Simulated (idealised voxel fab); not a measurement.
process module | voxel fin reveal
cross-section cut | 225 nm wide | cells 5 nm
A cross-section is a grid of square cells, given in bands from the top down. A band is one or more rows of cells.
Each band's line starts with the height of the band's top and of its bottom, in nm. Then come its materials from left to right, each with its width in nm. One material with "throughout" fills the band from edge to edge. "air" is empty space.
Height 0 is the level under which the wafer as received is all one material. The lowest band goes on downwards, as in "0 down".
A width such as "30 to 40" changes by the same amount from each row of cells to the next, from the band's top row to its bottom row.
"no change" after a step means that no cell of the cross-section changed.
closed voids: empty space of 8 cells or more with no open way to the top, each as width x height at its distance from the left edge, in nm
after a step's settings: what the simulator itself notes on the step
overlay nm, on a step with a mask: how far to the right of its planned place the mask lay; to the left if negative
Each pair below shows a cross-section before one step and the cross-section after it, down to the lowest band that changed. The line under each pair gives the step between them, with its settings. The pairs can come from different runs of this module on the same starting wafer, so a pair continues from the pair above only where its "before" says so.
before
  0 down: Si throughout
  closed voids: none
after
  5 to 0: SiN throughout
  below 0: unchanged
  closed voids: none
the step between: op CONFORMAL_DEP | material SiN | thk nm 5
before: the cross-section after the pair above
after
  5 to 0: air 70 | SiN 15 | air 20 | SiN 15 | air 20 | SiN 15 | air 70
  below 0: unchanged
  closed voids: none
the step between: op MASKED_ETCH | tone cover | mask id FINS | width nm 15 | pitch nm 35 | etch materials SiN | depth nm 5 | overlay nm 0
before: the cross-section after the pair above
after
  5 to 0: air 70 | SiN 15 | air 20 | SiN 15 | air 20 | SiN 15 | air 70
  0 to -35: air 70 | Si 15 | air 20 | Si 15 | air 20 | Si 15 | air 70
  below -35: unchanged
  closed voids: none
the step between: op MASKED_ETCH | tone cover | mask id FINS | width nm 15 | pitch nm 35 | etch materials Si | depth nm 35 | overlay nm 0
before: the cross-section after the pair above
after
  10 to 5: SiO2 throughout
  5 to 0: SiO2 70 | SiN 15 | SiO2 20 | SiN 15 | SiO2 20 | SiN 15 | SiO2 70
  0 to -35: SiO2 70 | Si 15 | SiO2 20 | Si 15 | SiO2 20 | Si 15 | SiO2 70
  below -35: unchanged
  closed voids: none
the step between: op FILL_DEP | material SiO2 | thk nm 5
before: the cross-section after the pair above
after
  5 to 0: SiO2 70 | SiN 15 | SiO2 20 | SiN 15 | SiO2 20 | SiN 15 | SiO2 70
  below 0: unchanged
  closed voids: none
the step between: op CMP | height nm 5
before: the cross-section after the pair above
after
  5 to 0: air 70 | SiN 15 | air 20 | SiN 15 | air 20 | SiN 15 | air 70
  0 to -25: air 70 | Si 15 | air 20 | Si 15 | air 20 | Si 15 | air 70
  below -25: unchanged
  closed voids: none
the step between: op SELECTIVE_ETCH | etch materials SiO2 | depth nm 30
before: the cross-section after the pair above
after
  0 to -25: air 70 | Si 15 | air 20 | Si 15 | air 20 | Si 15 | air 70
  below -25: unchanged
  closed voids: none
the step between: op STRIP | etch materials SiN
before: the cross-section after the pair above
after
  5 to 0: air 65 | SiO2 25 | air 10 | SiO2 25 | air 10 | SiO2 25 | air 65
  0 to -20: air 65 | SiO2 5 | Si 15 | SiO2 5 | air 10 | SiO2 5 | Si 15 | SiO2 5 | air 10 | SiO2 5 | Si 15 | SiO2 5 | air 65
  -20 to -35: SiO2 70 | Si 15 | SiO2 20 | Si 15 | SiO2 20 | Si 15 | SiO2 70
  below -35: unchanged
  closed voids: none
the step between: op CONFORMAL_DEP | material SiO2 | thk nm 5
before
  5 to 0: air 70 | SiN 15 | air 20 | SiN 15 | air 20 | SiN 15 | air 70
  0 to -35: air 70 | Si 15 | air 20 | Si 15 | air 20 | Si 15 | air 70
  -35 down: Si throughout
  closed voids: none
after
  5 to 0: air 70 | SiN 15 | air 20 | SiN 15 | air 20 | SiN 15 | air 70
  0 to -70: air 70 | Si 15 | air 20 | Si 15 | air 20 | Si 15 | air 70
  below -70: unchanged
  closed voids: none
the step between: op MASKED_ETCH | tone cover | mask id FINS | width nm 15 | pitch nm 35 | etch materials Si | depth nm 35 | overlay nm 0
before: the cross-section after the pair above
after
  10 to 5: SiO2 throughout
  5 to 0: SiO2 70 | SiN 15 | SiO2 20 | SiN 15 | SiO2 20 | SiN 15 | SiO2 70
  0 to -70: SiO2 70 | Si 15 | SiO2 20 | Si 15 | SiO2 20 | Si 15 | SiO2 70
  below -70: unchanged
  closed voids: none
the step between: op FILL_DEP | material SiO2 | thk nm 5
before: the cross-section after the pair above
after
  5 to 0: SiO2 70 | SiN 15 | SiO2 20 | SiN 15 | SiO2 20 | SiN 15 | SiO2 70
  below 0: unchanged
  closed voids: none
the step between: op CMP | height nm 5
before: the cross-section after the pair above
after
  5 to 0: air 70 | SiN 15 | air 20 | SiN 15 | air 20 | SiN 15 | air 70
  0 to -25: air 70 | Si 15 | air 20 | Si 15 | air 20 | Si 15 | air 70
  below -25: unchanged
  closed voids: none
the step between: op SELECTIVE_ETCH | etch materials SiO2 | depth nm 30
before: the cross-section after the pair above
after
  0 to -25: air 70 | Si 15 | air 20 | Si 15 | air 20 | Si 15 | air 70
  below -25: unchanged
  closed voids: none
the step between: op STRIP | etch materials SiN
before: the cross-section after the pair above
after
  5 to 0: air 65 | SiO2 25 | air 10 | SiO2 25 | air 10 | SiO2 25 | air 65
  0 to -20: air 65 | SiO2 5 | Si 15 | SiO2 5 | air 10 | SiO2 5 | Si 15 | SiO2 5 | air 10 | SiO2 5 | Si 15 | SiO2 5 | air 65
  -20 to -70: SiO2 70 | Si 15 | SiO2 20 | Si 15 | SiO2 20 | Si 15 | SiO2 70
  below -70: unchanged
  closed voids: none
the step between: op CONFORMAL_DEP | material SiO2 | thk nm 5
before
  5 to 0: SiO2 70 | SiN 15 | SiO2 20 | SiN 15 | SiO2 20 | SiN 15 | SiO2 70
  0 to -35: SiO2 70 | Si 15 | SiO2 20 | Si 15 | SiO2 20 | Si 15 | SiO2 70
  -35 down: Si throughout
  closed voids: none
after
  5 to 0: SiO2 70 | air 15 | SiO2 20 | air 15 | SiO2 20 | air 15 | SiO2 70
  below 0: unchanged
  closed voids: none
the step between: op STRIP | etch materials SiN
before: the cross-section after the pair above
after
  0 to -25: air 70 | Si 15 | air 20 | Si 15 | air 20 | Si 15 | air 70
  -25 to -30: SiO2 40 | air 30 | Si 15 | air 20 | Si 15 | air 20 | Si 15 | air 30 | SiO2 40
  below -30: unchanged
  closed voids: none
the step between: op SELECTIVE_ETCH | etch materials SiO2 | depth nm 30
before: the cross-section after the pair above
after
  5 to 0: air 65 | SiO2 25 | air 10 | SiO2 25 | air 10 | SiO2 25 | air 65
  0 to -20: air 65 | SiO2 5 | Si 15 | SiO2 5 | air 10 | SiO2 5 | Si 15 | SiO2 5 | air 10 | SiO2 5 | Si 15 | SiO2 5 | air 65
  -20 to -25: SiO2 45 | air 20 | SiO2 5 | Si 15 | SiO2 5 | air 10 | SiO2 5 | Si 15 | SiO2 5 | air 10 | SiO2 5 | Si 15 | SiO2 5 | air 20 | SiO2 45
  -25 to -35: SiO2 70 | Si 15 | SiO2 20 | Si 15 | SiO2 20 | Si 15 | SiO2 70
  below -35: unchanged
  closed voids: none
the step between: op CONFORMAL_DEP | material SiO2 | thk nm 5
before
  10 to 5: SiO2 throughout
  5 to 0: SiO2 70 | SiN 15 | SiO2 20 | SiN 15 | SiO2 20 | SiN 15 | SiO2 70
  0 to -35: SiO2 70 | Si 15 | SiO2 20 | Si 15 | SiO2 20 | Si 15 | SiO2 70
  -35 down: Si throughout
  closed voids: none
after
  -5 to -35: SiO2 70 | Si 15 | SiO2 20 | Si 15 | SiO2 20 | Si 15 | SiO2 70
  below -35: unchanged
  closed voids: none
the step between: op CMP | height nm -5
before: the cross-section after the pair above
after
  -5 to -35: air 70 | Si 15 | air 20 | Si 15 | air 20 | Si 15 | air 70
  below -35: unchanged
  closed voids: none
the step between: op SELECTIVE_ETCH | etch materials SiO2 | depth nm 30
before: the cross-section after the pair above
after
  0 to -5: air 65 | SiO2 25 | air 10 | SiO2 25 | air 10 | SiO2 25 | air 65
  -5 to -30: air 65 | SiO2 5 | Si 15 | SiO2 5 | air 10 | SiO2 5 | Si 15 | SiO2 5 | air 10 | SiO2 5 | Si 15 | SiO2 5 | air 65
  -30 to -35: SiO2 70 | Si 15 | SiO2 20 | Si 15 | SiO2 20 | Si 15 | SiO2 70
  below -35: unchanged
  closed voids: none
the step between: op CONFORMAL_DEP | material SiO2 | thk nm 5
before
  0 to -25: air 70 | Si 15 | air 20 | Si 15 | air 20 | Si 15 | air 70
  -25 to -35: SiO2 70 | Si 15 | SiO2 20 | Si 15 | SiO2 20 | Si 15 | SiO2 70
  -35 down: Si throughout
  closed voids: none
after
  5 to 0: air 65 | SiN 25 | air 10 | SiN 25 | air 10 | SiN 25 | air 65
  0 to -20: air 65 | SiN 5 | Si 15 | SiN 5 | air 10 | SiN 5 | Si 15 | SiN 5 | air 10 | SiN 5 | Si 15 | SiN 5 | air 65
  -20 to -25: SiN 70 | Si 15 | SiN 20 | Si 15 | SiN 20 | Si 15 | SiN 70
  below -25: unchanged
  closed voids: none
the step between: op CONFORMAL_DEP | material SiN | thk nm 5
